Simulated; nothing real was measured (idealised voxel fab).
The following process module bears the name voxel local oxidation.
Cross-sectional view cut (width: 240 nm; square cell size: 5 nm).
In this document a cross-section is written as a grid of square cells. It is given as a series of bands, listed from the top down, and a band is one or more rows of cells.
First you get the band's top height and its bottom height, in nm, and then the materials it's made of, left to right, with each width in nm. If you see a single material with "edge to edge", that one covers the band edge to edge. "empty" is empty space.
Where do heights start? At 0: under that level the wafer as delivered is made of one material only. And the lowest band has no floor; it just carries on downward, as in "from 0 down".
The two numbers in a width such as "30 to 40" mark its ends across the band: the first belongs to the top row of cells, the second to the bottom row, and from each row to the next the width moves by the same amount.
Where a step carries "no modifications", the cross-section came out of it unchanged, cell for cell.
The label "Fully closed voids" introduces a list of the empty spaces, 8 cells or larger, that have no open way up to the top; each entry in it reads width x height at distance, where the distance is taken from the left edge and all three are stated in nm.
Past the settings on a step's line: simulator remark, on that step.
What "overlay nm" on a step's line means: if the step has a mask, that mask lay this far to the right of its planned place, or, when the value is negative, to the left.

Process steps (planned)
1) RECEIVE with material Si
2) CONFORMAL_DEP with material SiO2, thk nm 5
3) CONFORMAL_DEP with material SiN, thk nm 10
4) PATTERN with tone cover, mask id ACTIVE, material resist, width nm 95, thk nm 15, overlay nm 0
5) DIRECTIONAL_ETCH with etch materials SiN, depth nm 10
6) STRIP with etch materials resist
7) SELECTIVE_ETCH with etch materials SiO2, depth nm 5
8) OXIDIZE with depth nm 5
9) STRIP with etch materials SiN
Where the wafers of this document differ is in the depth nm of step 8; they start out the same, and the plan states the value that applied to the first wafer.

First wafer as received, after step 1
> from 0 down | Si edge to edge
> Fully closed voids: none

Here is the cross-section of the first of several wafers at the end of the module, after its last step, step 9
> from 5 to 0 | 75 empty, then 85 SiO2, then 80 empty
> from 0 to -5 | 80 SiO2, then 75 Si, then 85 SiO2
> from -5 down | Si edge to edge
> Fully closed voids: none

X-section, last wafer, module end
> from 5 to 0 | 75 empty, then 85 SiO2, then 80 empty
> from 0 to -25 | 100 SiO2, then 35 Si, then 105 SiO2
> from -25 down | Si edge to edge
> Fully closed voids: none

Each wafer at the end: cells of each material gained (+) or lost (-) since it was received, then its closed voids
depth nm 5, -33 Si, +50 SiO2, Fully closed voids: none
depth nm 10, -70 Si, +87 SiO2, Fully closed voids: none
depth nm 15, -111 Si, +128 SiO2, Fully closed voids: none
depth nm 20, -156 Si, +173 SiO2, Fully closed voids: none
depth nm 25, -205 Si, +222 SiO2, Fully closed voids: none
